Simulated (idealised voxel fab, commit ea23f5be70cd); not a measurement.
The following process module bears the name voxel gate over fins.
Shown is cross-section cut, with a width of 280 nm and square cells of size 5 nm.
In what follows, cross-sections appear as grids of square cells, described through bands that run from the top down, where every band is one or more rows of cells.
Quick guide to a band line: top height, bottom height (nm) up front; then every material left to right with its width in nm. Only one material and it's marked "edge to edge"? Then it fills the band edge to edge. And "blank" just means empty space.
Heights are expressed relative to 0, this being the level below which the as-received wafer comprises one material exclusively. The lowest band is unbounded in the downward direction and is denoted as in "z 0 and below".
The notation "30 to 40" denotes a width that varies across the rows of cells in the band, beginning at the first number in the top row, finishing at the second number in the bottom row, and changing by an identical amount from each row to the next.
"nothing got changed" for a step: no cell of the cross-section changed in that step.
Empty spaces counting at least 8 cells and having no open way to the top are listed in "Closed void listing". The notation width x height at distance is used for each, the distance being from the left edge and all three values in nm.
Where a step's line continues beyond its settings, the continuation is a remark by the simulator itself on that step.
overlay nm: mask right of planned place by this much (step with mask). Neg. = left.

### Process steps - plan
1,RECEIVE, material Si
2,CONFORMAL_DEP, material SiN, thk nm 5
3,DIRECTIONAL_DEP, material aC, thk nm 10
4,PATTERN, tone cover, mask id FINS, material resist, width nm 15, pitch nm 45, thk nm 25, overlay nm 0
5,DIRECTIONAL_ETCH, etch materials aC, depth nm 10
6,STRIP, etch materials resist
7,DIRECTIONAL_ETCH, etch materials SiN, depth nm 5
8,DIRECTIONAL_ETCH, etch materials Si, depth nm 30
9,STRIP, etch materials aC
10,FILL_DEP, material SiO2, thk nm 10
11,CMP, height nm 5
12,SELECTIVE_ETCH, etch materials SiO2, depth nm 20
13,STRIP, etch materials SiN
14,CONFORMAL_DEP, material HfO2, thk nm 5
15,CONFORMAL_DEP, material TiN, thk nm 5
16,CONFORMAL_DEP, material TiAl, thk nm 5
17,CONFORMAL_DEP, material TiN, thk nm 5
18,FILL_DEP, material W, thk nm 10
19,CMP, height nm 25
20,CONFORMAL_DEP, material SiCN, thk nm 10

### The cross-section here shows the wafer as received, i.e. in its state after step 1
	z 0 and below  Si edge to edge
	Closed void listing: none

### The first of two wafers, cross-sectioned at the end of the module, with the run proceeding as planned
	z 35 to 25  SiCN edge to edge
	z 25 to 20  W edge to edge
	z 20 to 15  45 nm W; 190 nm TiN; 45 nm W
	z 15 to 10  45 nm W; 5 nm TiN; 180 nm TiAl; 5 nm TiN; 45 nm W
	z 10 to 5  45 nm W; 5 nm TiN; 5 nm TiAl; 35 nm TiN; 10 nm TiAl; 35 nm TiN; 10 nm TiAl; 35 nm TiN; 10 nm TiAl; 35 nm TiN; 5 nm TiAl; 5 nm TiN; 45 nm W
	z 5 to 0  50 nm TiN; 5 nm TiAl; 5 nm TiN; 25 nm HfO2; 5 nm TiN; 10 nm TiAl; 5 nm TiN; 25 nm HfO2; 5 nm TiN; 10 nm TiAl; 5 nm TiN; 25 nm HfO2; 5 nm TiN; 10 nm TiAl; 5 nm TiN; 25 nm HfO2; 5 nm TiN; 5 nm TiAl; 50 nm TiN
	z 0 to -5  55 nm TiAl; 5 nm TiN; 5 nm HfO2; 15 nm Si; 5 nm HfO2; 5 nm TiN; 10 nm TiAl; 5 nm TiN; 5 nm HfO2; 15 nm Si; 5 nm HfO2; 5 nm TiN; 10 nm TiAl; 5 nm TiN; 5 nm HfO2; 15 nm Si; 5 nm HfO2; 5 nm TiN; 10 nm TiAl; 5 nm TiN; 5 nm HfO2; 15 nm Si; 5 nm HfO2; 5 nm TiN; 55 nm TiAl
	z -5 to -10  60 nm TiN; 5 nm HfO2; 15 nm Si; 5 nm HfO2; 20 nm TiN; 5 nm HfO2; 15 nm Si; 5 nm HfO2; 20 nm TiN; 5 nm HfO2; 15 nm Si; 5 nm HfO2; 20 nm TiN; 5 nm HfO2; 15 nm Si; 5 nm HfO2; 60 nm TiN
	z -10 to -15  65 nm HfO2; 15 nm Si; 30 nm HfO2; 15 nm Si; 30 nm HfO2; 15 nm Si; 30 nm HfO2; 15 nm Si; 65 nm HfO2
	z -15 to -30  65 nm SiO2; 15 nm Si; 30 nm SiO2; 15 nm Si; 30 nm SiO2; 15 nm Si; 30 nm SiO2; 15 nm Si; 65 nm SiO2
	z -30 and below  Si edge to edge
	Closed void listing: none

### Presented here is a cross-section of the second of the two wafers as it stood at the end of the module. It was started in the same manner and assigned the same plan as the first wafer; however, one mistake was made in its execution
	z 35 to 25  SiCN edge to edge
	z 25 to 20  W edge to edge
	z 20 to 15  TiN edge to edge
	z 15 to 10  TiAl edge to edge
	z 10 to 5  TiN edge to edge
	z 5 to 0  70 nm HfO2; 5 nm TiN; 40 nm HfO2; 5 nm TiN; 40 nm HfO2; 5 nm TiN; 40 nm HfO2; 5 nm TiN; 70 nm HfO2
	z 0 to -10  65 nm Si; 5 nm HfO2; 5 nm TiN; 5 nm HfO2; 30 nm Si; 5 nm HfO2; 5 nm TiN; 5 nm HfO2; 30 nm Si; 5 nm HfO2; 5 nm TiN; 5 nm HfO2; 30 nm Si; 5 nm HfO2; 5 nm TiN; 5 nm HfO2; 65 nm Si
	z -10 to -15  65 nm Si; 15 nm HfO2; 30 nm Si; 15 nm HfO2; 30 nm Si; 15 nm HfO2; 30 nm Si; 15 nm HfO2; 65 nm Si
	z -15 to -30  65 nm Si; 15 nm SiO2; 30 nm Si; 15 nm SiO2; 30 nm Si; 15 nm SiO2; 30 nm Si; 15 nm SiO2; 65 nm Si
	z -30 and below  Si edge to edge
	Closed void listing: none
The mistake made against the process plan was this: step 4, actual vs plan mismatch, actual run PATTERN, tone open, mask id FINS, material resist, width nm 15, pitch nm 45, thk nm 25, overlay nm 0
Final comparison by cell count, materials where the second wafer has more or fewer than the first: Si: 192 more; SiO2: 96 fewer; TiAl: 24 fewer; TiN: 18 fewer; W: 54 fewer
